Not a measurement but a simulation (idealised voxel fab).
voxel double patterning: a process module
It is cross-section cut that appears here, measuring 230 nm in width, its square cells being 5 nm in size.
Cross-section spec: square-cell grid; bands listed top down; each band is one or more rows.
It is stipulated that each band's entry specify, in nanometres, the height of the top of the band and then that of its bottom, followed by the materials of the band in left-to-right sequence, each together with its width in nanometres. A single material marked by the word "throughout" is understood to fill the band from edge to edge; the word "empty" is understood to denote empty space.
We count height from 0. Below that, the starting wafer is all one material. The lowest band never ends at the bottom but goes on down; see "0 nm and below" for how that is written.
Think of "30->40" as a width that walks from the first number to the second as you go down the band, top row to bottom row, taking equal-sized steps from row to row.
Reading "nothing different" for a step: not a cell of the cross-section changed in it.
"Closed empty spaces" lists enclosed empty spaces (at least 8 cells, no open path upward to the top), each as width x height at distance from the left edge, in nm.
Formally, on a step line, whatever follows the settings is a remark that the simulator itself makes on the step.
Each step line may optionally specify "overlay nm", which for a step with a mask gives the rightward distance between the mask's planned place and where it lay, a negative value indicating the leftward direction.
List of planned process steps
| 1 | RECEIVE: material Si |
| 2 | CONFORMAL_DEP: material SiO2, thk nm 5 |
| 3 | DIRECTIONAL_DEP: material TiN, thk nm 10 |
| 4 | DIRECTIONAL_DEP: material SiN, thk nm 5 |
| 5 | MASKED_ETCH: tone open, mask id FIRST, width nm 15, pitch nm 50, etch materials SiN, depth nm 5, overlay nm 0 |
| 6 | MASKED_ETCH: tone open, mask id SECOND, width nm 15, etch materials SiN, depth nm 5, overlay nm 0 |
| 7 | DIRECTIONAL_ETCH: etch materials TiN, depth nm 10 |
| 8 | STRIP: etch materials SiN |
The first of two wafers, run as planned
Cross-section of the wafer upon arrival, representing the state reached after step 1
	0 nm and below: Si throughout
	Closed empty spaces: none
Step 2 done - wafer cross-section
	5 nm to 0 nm: SiO2 throughout
	Below 0 it's all the same as before, nothing changed down there.
Step 3 done - wafer cross-section
	15 nm to 5 nm: TiN throughout
	Below 5 it's all the same as before, nothing changed down there.
Step 4 done - wafer cross-section
	20 nm to 15 nm: SiN throughout
	Below 15 it's all the same as before, nothing changed down there.
Step 5 done - wafer cross-section
	20 nm to 15 nm: SiN 80, then empty 15, then SiN 35, then empty 15, then SiN 85
	Below 15 it's all the same as before, nothing changed down there.
Step 6 done - wafer cross-section
	20 nm to 15 nm: SiN 80, then empty 15, then SiN 10, then empty 15, then SiN 10, then empty 15, then SiN 85
	Below 15 it's all the same as before, nothing changed down there.
Step 7 done - wafer cross-section
	20 nm to 15 nm: SiN 80, then empty 15, then SiN 10, then empty 15, then SiN 10, then empty 15, then SiN 85
	15 nm to 5 nm: TiN 80, then empty 15, then TiN 10, then empty 15, then TiN 10, then empty 15, then TiN 85
	Below 5 it's all the same as before, nothing changed down there.
Step 8 done - wafer cross-section
	15 nm to 5 nm: TiN 80, then empty 15, then TiN 10, then empty 15, then TiN 10, then empty 15, then TiN 85
	Below 5 it's all the same as before, nothing changed down there.
Second wafer: same start and same plan as the first, one execution error; identical to the first through step 6
What the second wafer looks like in cross-section when step 7 should have wrapped up
	20 nm to 15 nm: SiN 80, then empty 15, then SiN 10, then empty 15, then SiN 10, then empty 15, then SiN 85
	15 nm to 5 nm: TiN 80, then empty 15, then TiN 10, then empty 15, then TiN 10, then empty 15, then TiN 85
	Below 5 it's all the same as before, nothing changed down there.
What the second wafer looks like in cross-section when step 8 should have wrapped up
	15 nm to 5 nm: TiN 80, then empty 15, then TiN 10, then empty 15, then TiN 10, then empty 15, then TiN 85
	Below 5 it's all the same as before, nothing changed down there.
It is concluded that the wafer was processed incorrectly with respect to the plan, in that step 7 of the plan was carried out twice
at the end the two cross-sections are the same: no effect in what this model computes
